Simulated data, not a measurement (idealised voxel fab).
Process module under the name voxel capacitor over wiring
Displayed cross-section: cut, width of 190 nm, square cells sized 5 nm.
When this document writes out a cross-section, it uses a grid of square cells and lists it as bands, beginning at the top and moving down, with a band standing for one or more rows of cells. What a band's entry tells you: where the top is and where the bottom is, as heights in nm, and after that what lies inside, material by material from left to right, each with its width in nm. Empty space is written as the word "blank", and a single material marked with the word "edge to edge" occupies the band from edge to edge. Height is counted from the level 0, under which the received wafer is composed throughout of one material. The lowest of the bands is not closed at the bottom but continues downward, in the notation "z 0 and below". Top row gets the first number, bottom row gets the second, and each row in between changes by the same step: that is how a band width like "30->40" works. The designation "nothing different", where it is given for a processing step, indicates that no cell of the cross-section was altered in the course of that step. Listed in "Closed cavity list": every empty space of 8 or more cells without an open way to the top. Form: width x height at distance, the distance being from the left edge, all in nm. Whatever follows a step's settings on its line is a remark the simulator itself makes about that step. When a step includes a mask, the "overlay nm" setting on its line states how far to the right of its planned place that mask lay, and negative values state how far to the left.
The process steps that were planned are listed below
1 RECEIVE (material Si)
2 CONFORMAL_DEP (material SiO2; thk nm 10)
3 CONFORMAL_DEP (material SiN; thk nm 5)
4 DIRECTIONAL_DEP (material SiO2; thk nm 15)
5 DIRECTIONAL_DEP (material aC; thk nm 10)
6 PATTERN (tone open; mask id METAL_1; material resist; width nm 30; pitch nm 80; thk nm 30; overlay nm 0)
7 DIRECTIONAL_ETCH (etch materials aC; depth nm 10)
8 STRIP (etch materials resist)
9 DIRECTIONAL_ETCH (etch materials SiO2; depth nm 15)
10 DIRECTIONAL_ETCH (etch materials SiN; depth nm 5)
11 STRIP (etch materials aC)
12 CONFORMAL_DEP (material TiN; thk nm 5)
13 FILL_DEP (material Ru; thk nm 10)
14 CMP (height nm 30)
15 EPI (material Ru; thk nm 5)
16 FILL_DEP (material SiCN; thk nm 5)
17 DIRECTIONAL_DEP (material SiO2; thk nm 10)
18 MASKED_ETCH (tone open; mask id PLUG_1; width nm 15; etch materials SiO2; depth nm 10; overlay nm 0)
19 MASKED_ETCH (tone open; mask id PLUG_1; width nm 15; etch materials SiCN; depth nm 5; overlay nm 0)
20 CONFORMAL_DEP (material TiN; thk nm 5)
21 FILL_DEP (material Cu; thk nm 5)
22 CMP (height nm 50)
23 DIRECTIONAL_DEP (material TiN; thk nm 5)
24 DIRECTIONAL_DEP (material HfO2; thk nm 5)
25 DIRECTIONAL_DEP (material TiN; thk nm 10)
26 DIRECTIONAL_DEP (material aC; thk nm 15)
27 PATTERN (tone cover; mask id UPPER_PLATE; material resist; width nm 55; thk nm 30; overlay nm 0)
28 DIRECTIONAL_ETCH (etch materials aC; depth nm 15)
29 STRIP (etch materials resist)
30 DIRECTIONAL_ETCH (etch materials TiN; depth nm 10)
31 DIRECTIONAL_ETCH (etch materials HfO2; depth nm 5)
32 STRIP (etch materials aC)
33 PATTERN (tone cover; mask id LOWER_PLATE; material resist; width nm 65; thk nm 15; overlay nm 0)
34 DIRECTIONAL_ETCH (etch materials TiN; depth nm 5)
35 STRIP (etch materials resist)
36 FILL_DEP (material SiO2; thk nm 20)
37 CMP (height nm 85)
38 MASKED_ETCH (tone open; mask id PLUG_2; width nm 15; etch materials SiO2; depth nm 15; overlay nm 0)
39 CONFORMAL_DEP (material TiN; thk nm 5)
40 FILL_DEP (material W; thk nm 5)
41 CMP (height nm 85)
42 CONFORMAL_DEP (material SiCN; thk nm 5)
Cross-section: wafer on arrival = after step 1
z 0 and below  Si edge to edge
Closed cavity list: none
Figure: cross-sectional view of the wafer upon completion of the module, processed from the initial state and according to the plan depicted above, with one error introduced during execution
z 90 to 85  SiCN edge to edge
z 85 to 75  SiO2 65 nm, TiN 5 nm, W 5 nm, TiN 5 nm, SiO2 110 nm
z 75 to 70  SiO2 65 nm, TiN 15 nm, SiO2 110 nm
z 70 to 60  SiO2 55 nm, TiN 55 nm, SiO2 80 nm
z 60 to 55  SiO2 55 nm, HfO2 55 nm, SiO2 80 nm
z 55 to 50  SiO2 50 nm, TiN 65 nm, SiO2 75 nm
z 50 to 35  Ru edge to edge
z 35 to 30  TiN 45 nm, Ru 20 nm, TiN 60 nm, Ru 20 nm, TiN 45 nm
z 30 to 15  SiO2 40 nm, TiN 5 nm, Ru 20 nm, TiN 5 nm, SiO2 50 nm, TiN 5 nm, Ru 20 nm, TiN 5 nm, SiO2 40 nm
z 15 to 10  SiN 40 nm, TiN 30 nm, SiN 50 nm, TiN 30 nm, SiN 40 nm
z 10 to 0  SiO2 edge to edge
z 0 and below  Si edge to edge
Closed cavity list: none
What was done differently from what was planned? plan step 14 never ran because it was skipped
